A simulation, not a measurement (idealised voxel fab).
You're looking at the process module voxel lift off.
Each square cell in cross-section cut measures 5 nm, and the section as a whole is 250 nm wide.
How to read a cross-section here: the picture is a grid of square cells, written as bands going from the top down, and any band can span one or more rows of cells. Quick guide to a band line: top height, bottom height (nm) up front; then every material left to right with its width in nm. Only one material and it's marked "edge to edge"? Then it fills the band edge to edge. And "empty" just means empty space. A quick word on heights: they are counted from 0, and under that level the wafer as it came to us is one material throughout. The lowest band is different from the rest in having no bottom; it simply continues downward, written as in "from 0 down". A two-number width, for instance "30->40", indicates that the width is equal to the first number in the top row of the band and to the second number in the bottom row, and that it changes by a constant amount per row of cells. It should be understood that the words "no modification", when stated for a given step, signify that the cross-section underwent no change in any of its cells during that step. Any empty space of 8 cells or more lacking an open way to the top shows up in "Catalogued sealed voids" as width x height at distance, distance from the left edge, in nm. Heads up: the bit after the settings on a step's line is the simulator's remark on that step. You can add "overlay nm" to a step's line. For a step with a mask, it describes how far the mask lay to the right of its planned position, and a negative number describes a lay to the left.
## Below is the list of planned process steps
1: op RECEIVE | material Si
2: op CONFORMAL_DEP | material SiO2 | thk nm 15
3: op PATTERN | tone open | mask id LINES | material resist | width nm 30 | pitch nm 55 | thk nm 30 | overlay nm 0
4: op DIRECTIONAL_DEP | material Ru | thk nm 15
5: op STRIP | etch materials resist
6: op CONFORMAL_DEP | material SiO2 | thk nm 10
## Cross-section of the wafer as it came to us, i.e., already through step 1
    from 0 down: Si edge to edge
    Catalogued sealed voids: none
## Wafer at module end, in section. Began as above, planned as above, run with one mistake
    from 40 to 30: 75 of empty  45 of SiO2  10 of empty  45 of SiO2  75 of empty
    from 30 to 25: 75 of empty  10 of SiO2  25 of Ru  10 of SiO2  10 of empty  10 of SiO2  25 of Ru  10 of SiO2  75 of empty
    from 25 to 15: 85 of SiO2  25 of Ru  30 of SiO2  25 of Ru  85 of SiO2
    from 15 to 0: SiO2 edge to edge
    from 0 down: Si edge to edge
    Catalogued sealed voids: none
Plan not followed: contrary to plan, step 3 was performed as op PATTERN | tone open | mask id LINES | material resist | width nm 25 | pitch nm 55 | thk nm 30 | overlay nm 0
